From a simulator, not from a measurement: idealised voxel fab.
process module | voxel trench capacitor
cross-section cut | 300 nm wide | cells 5 nm
A cross-section is a grid of square cells, given in bands from the top down. A band is one or more rows of cells.
Each band's line starts with the height of the band's top and of its bottom, in nm. Then come its materials from left to right, each with its width in nm. One material with "throughout" fills the band from edge to edge. "air" is empty space.
Height 0 is the level under which the wafer as received is all one material. The lowest band goes on downwards, as in "0 down".
A width such as "30 to 40" changes by the same amount from each row of cells to the next, from the band's top row to its bottom row.
"no change" after a step means that no cell of the cross-section changed.
closed voids: empty space of 8 cells or more with no open way to the top, each as width x height at its distance from the left edge, in nm
after a step's settings: what the simulator itself notes on the step
overlay nm, on a step with a mask: how far to the right of its planned place the mask lay; to the left if negative
plan
1 op RECEIVE | material Si
2 op CONFORMAL_DEP | material SiN | thk nm 10
3 op PATTERN | tone open | mask id TRENCH | material resist | width nm 30 | pitch nm 60 | thk nm 15 | overlay nm 0
4 op DIRECTIONAL_ETCH | etch materials SiN | depth nm 10
5 op DIRECTIONAL_ETCH | etch materials Si | depth nm 30
6 op STRIP | etch materials resist
7 op CONFORMAL_DEP | material HfO2 | thk nm 5
8 op CONFORMAL_DEP | material TiN | thk nm 5
9 op FILL_DEP | material W | thk nm 10
10 op CMP | height nm 10
as received, after step 1
  0 down: Si throughout
  closed voids: none
first wafer at the end, as planned
  10 to 0: SiN 45 | HfO2 5 | TiN 5 | W 10 | TiN 5 | HfO2 5 | SiN 30 | HfO2 5 | TiN 5 | W 10 | TiN 5 | HfO2 5 | SiN 30 | HfO2 5 | TiN 5 | W 10 | TiN 5 | HfO2 5 | SiN 30 | HfO2 5 | TiN 5 | W 10 | TiN 5 | HfO2 5 | SiN 45
  0 to -20: Si 45 | HfO2 5 | TiN 5 | W 10 | TiN 5 | HfO2 5 | Si 30 | HfO2 5 | TiN 5 | W 10 | TiN 5 | HfO2 5 | Si 30 | HfO2 5 | TiN 5 | W 10 | TiN 5 | HfO2 5 | Si 30 | HfO2 5 | TiN 5 | W 10 | TiN 5 | HfO2 5 | Si 45
  -20 to -25: Si 45 | HfO2 5 | TiN 20 | HfO2 5 | Si 30 | HfO2 5 | TiN 20 | HfO2 5 | Si 30 | HfO2 5 | TiN 20 | HfO2 5 | Si 30 | HfO2 5 | TiN 20 | HfO2 5 | Si 45
  -25 to -30: Si 45 | HfO2 30 | Si 30 | HfO2 30 | Si 30 | HfO2 30 | Si 30 | HfO2 30 | Si 45
  -30 down: Si throughout
  closed voids: none
second wafer at the end: like start, like plan, one mistake
  10 to 0: SiN 45 | HfO2 5 | TiN 5 | W 10 | TiN 5 | HfO2 5 | SiN 30 | HfO2 5 | TiN 5 | W 10 | TiN 5 | HfO2 5 | SiN 30 | HfO2 5 | TiN 5 | W 10 | TiN 5 | HfO2 5 | SiN 30 | HfO2 5 | TiN 5 | W 10 | TiN 5 | HfO2 5 | SiN 45
  0 to -50: Si 45 | HfO2 5 | TiN 5 | W 10 | TiN 5 | HfO2 5 | Si 30 | HfO2 5 | TiN 5 | W 10 | TiN 5 | HfO2 5 | Si 30 | HfO2 5 | TiN 5 | W 10 | TiN 5 | HfO2 5 | Si 30 | HfO2 5 | TiN 5 | W 10 | TiN 5 | HfO2 5 | Si 45
  -50 to -55: Si 45 | HfO2 5 | TiN 20 | HfO2 5 | Si 30 | HfO2 5 | TiN 20 | HfO2 5 | Si 30 | HfO2 5 | TiN 20 | HfO2 5 | Si 30 | HfO2 5 | TiN 20 | HfO2 5 | Si 45
  -55 to -60: Si 45 | HfO2 30 | Si 30 | HfO2 30 | Si 30 | HfO2 30 | Si 30 | HfO2 30 | Si 45
  -60 down: Si throughout
  closed voids: none
what went wrong: step 5 was run twice
at the end the second wafer has, in cells: 48 more of HfO2 | 144 fewer of Si | 48 more of TiN | 48 more of W
